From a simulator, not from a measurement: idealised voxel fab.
Process module name: voxel self aligned contacts
Cross-sectional view cut (width: 175 nm; square cell size: 5 nm).
In what follows, cross-sections appear as grids of square cells, described through bands that run from the top down, where every band is one or more rows of cells.
Band entry format. Leading values: height of top, height of bottom, nm. Remainder: materials in left-to-right order, each with its width in nm. Special words: "everywhere" on a single material, which then fills the band edge to edge; "blank", empty space.
Height datum 0, below which the as-received substrate wafer is one material. Lowest band open at the bottom, running downward: "top 0, no bottom".
The notation "30->40" denotes a width that varies across the rows of cells in the band, beginning at the first number in the top row, finishing at the second number in the bottom row, and changing by an identical amount from each row to the next.
It should be understood that the words "no change", when stated for a given step, signify that the cross-section underwent no change in any of its cells during that step.
"Unvented internal voids": sealed empty spaces, 8 cells or more, no open way to top, listed width x height at distance, with distance from the left edge and width, height and distance in nm.
Where a step's line continues beyond its settings, the continuation is a remark by the simulator itself on that step.
A step line may carry the setting "overlay nm", which, for steps involving a mask, states the distance by which the mask lay to the right of its intended position; negative values denote displacement to the left.

[Below is the list of planned process steps]
| 1 | RECEIVE: material Si |
| 2 | CONFORMAL_DEP: material SiO2, thk nm 5 |
| 3 | DIRECTIONAL_DEP: material polySi, thk nm 25 |
| 4 | DIRECTIONAL_DEP: material SiN, thk nm 15 |
| 5 | DIRECTIONAL_DEP: material aC, thk nm 10 |
| 6 | PATTERN: tone cover, mask id GATE, material resist, width nm 30, pitch nm 60, thk nm 30, overlay nm 0 |
| 7 | DIRECTIONAL_ETCH: etch materials aC, depth nm 10 |
| 8 | STRIP: etch materials resist |
| 9 | DIRECTIONAL_ETCH: etch materials SiN, depth nm 15 |
| 10 | DIRECTIONAL_ETCH: etch materials polySi, depth nm 25 |
| 11 | STRIP: etch materials aC |
| 12 | CONFORMAL_DEP: material SiN, thk nm 5 |
| 13 | DIRECTIONAL_ETCH: etch materials SiN, depth nm 5 |
| 14 | FILL_DEP: material SiO2, thk nm 15 |
| 15 | CMP: height nm 55 |
| 16 | DIRECTIONAL_DEP: material aC, thk nm 10 |
| 17 | PATTERN: tone open, mask id CONTACT, material resist, width nm 40, thk nm 30, overlay nm 0 |
| 18 | DIRECTIONAL_ETCH: etch materials aC, depth nm 10 |
| 19 | STRIP: etch materials resist |
| 20 | DIRECTIONAL_ETCH: etch materials SiO2, depth nm 55 |
| 21 | STRIP: etch materials aC |
| 22 | CONFORMAL_DEP: material TiN, thk nm 5 |
| 23 | FILL_DEP: material Ru, thk nm 5 |
| 24 | CMP: height nm 55 |
| 25 | CONFORMAL_DEP: material SiCN, thk nm 5 |

[Cross-section, incoming material, after step 1]
top 0, no bottom: Si everywhere
Unvented internal voids: none

[Sectioned view, first of two wafers, at the close of the module, processed as intended in the plan]
top 60, bottom 55: SiCN everywhere
top 55, bottom 45: SiO2 65 nm; TiN 5->15 nm; Ru 30->10 nm; TiN 5->15 nm; SiO2 70 nm
top 45, bottom 30: SiO2 35 nm; SiN 40 nm; TiN 5 nm; Ru 10 nm; TiN 5 nm; SiN 40 nm; SiO2 40 nm
top 30, bottom 5: SiO2 35 nm; SiN 5 nm; polySi 30 nm; SiN 5 nm; TiN 5 nm; Ru 10 nm; TiN 5 nm; SiN 5 nm; polySi 30 nm; SiN 5 nm; SiO2 40 nm
top 5, bottom 0: SiO2 75 nm; TiN 20 nm; SiO2 80 nm
top 0, no bottom: Si everywhere
Unvented internal voids: none

[Cross-sectional view of the second of two wafers upon completion of the module. This wafer shared its starting condition and process plan with the first; one error was made during its execution]
top 60, bottom 45: SiCN everywhere
top 45, bottom 30: SiN everywhere
top 30, bottom 5: polySi everywhere
top 5, bottom 0: SiO2 everywhere
top 0, no bottom: Si everywhere
Unvented internal voids: none
Want to know what went wrong? so step 5 ended up running with a different setting than we planned, it ran as DIRECTIONAL_DEP: material SiCN, thk nm 10
Looking at both finished wafers in cells, the second ends up ahead of or behind the first on some materials: Ru -24; SiCN +70; SiN +37; SiO2 -170; TiN -28; polySi +115
